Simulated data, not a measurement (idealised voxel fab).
The process module that follows is named voxel tone inversion.
260 nm wide, 5 nm square cells: that's cross-section cut.
Think of the cross-section as a grid of square cells. We describe it in bands, top to bottom, and each band covers one or more rows of those cells. Heights first: top, then bottom, in nm. Then materials, left to right, each with a width in nm. "throughout" on a single material: fills the band edge to edge. "empty": empty space. For the purposes of this specification, 0 denotes the height below which the wafer in its as-received condition is composed wholly of one material, and the lowermost band, lacking a lower limit, extends downward without end, as expressed in "z 0 and below". The expression "30->40" gives the width at the extremes of the band, the first number at its top row of cells and the second at its bottom row, with the width changing by equal amounts from each row to the next in between. Take "remained unchanged" at face value: in the step it is given for, the cross-section changed in none of its cells. Entry "Enclosed internal voids". Content: empty spaces with no open connection to the top, size 8 cells or greater. Each: width x height at distance. Distance: from left edge. Unit: nm. Where a step's line continues beyond its settings, the continuation is a remark by the simulator itself on that step. A step line may carry the setting "overlay nm", which, for steps involving a mask, states the distance by which the mask lay to the right of its intended position; negative values denote displacement to the left.

[Steps in the process plan]
1,RECEIVE [material Si]
2,CONFORMAL_DEP [material SiCN] [thk nm 10]
3,DIRECTIONAL_DEP [material polySi] [thk nm 25]
4,PATTERN [tone cover] [mask id POSTS] [material resist] [width nm 20] [pitch nm 45] [thk nm 30] [overlay nm 0]
5,DIRECTIONAL_ETCH [etch materials polySi] [depth nm 25]
6,STRIP [etch materials resist]
7,FILL_DEP [material lowk] [thk nm 10]
8,CMP [height nm 35]
9,STRIP [etch materials polySi]

[As received (post step 1): cross-section]
* z 0 and below  Si throughout
* Enclosed internal voids: none

[Cross-section taken at module completion on the first of two wafers; processed per the plan]
* z 35 to 10  50 of lowk | 20 of empty | 25 of lowk | 20 of empty | 25 of lowk | 20 of empty | 25 of lowk | 20 of empty | 55 of lowk
* z 10 to 0  SiCN throughout
* z 0 and below  Si throughout
* Enclosed internal voids: none

[What the second wafer looks like in cross-section once the module is done. Its start and its plan matched the first wafer's exactly; what differed was one mistake in how it was run]
* z 35 to 15  50 of lowk | 20 of empty | 25 of lowk | 20 of empty | 25 of lowk | 20 of empty | 25 of lowk | 20 of empty | 55 of lowk
* z 15 to 0  SiCN throughout
* z 0 and below  Si throughout
* Enclosed internal voids: none
The mistake made against the process plan was this: step 2 did not happen as planned, as run it was CONFORMAL_DEP [material SiCN] [thk nm 15]
End check, counted in cells, second wafer has more or fewer of these materials than the first: SiCN: 52 more | lowk: 36 fewer
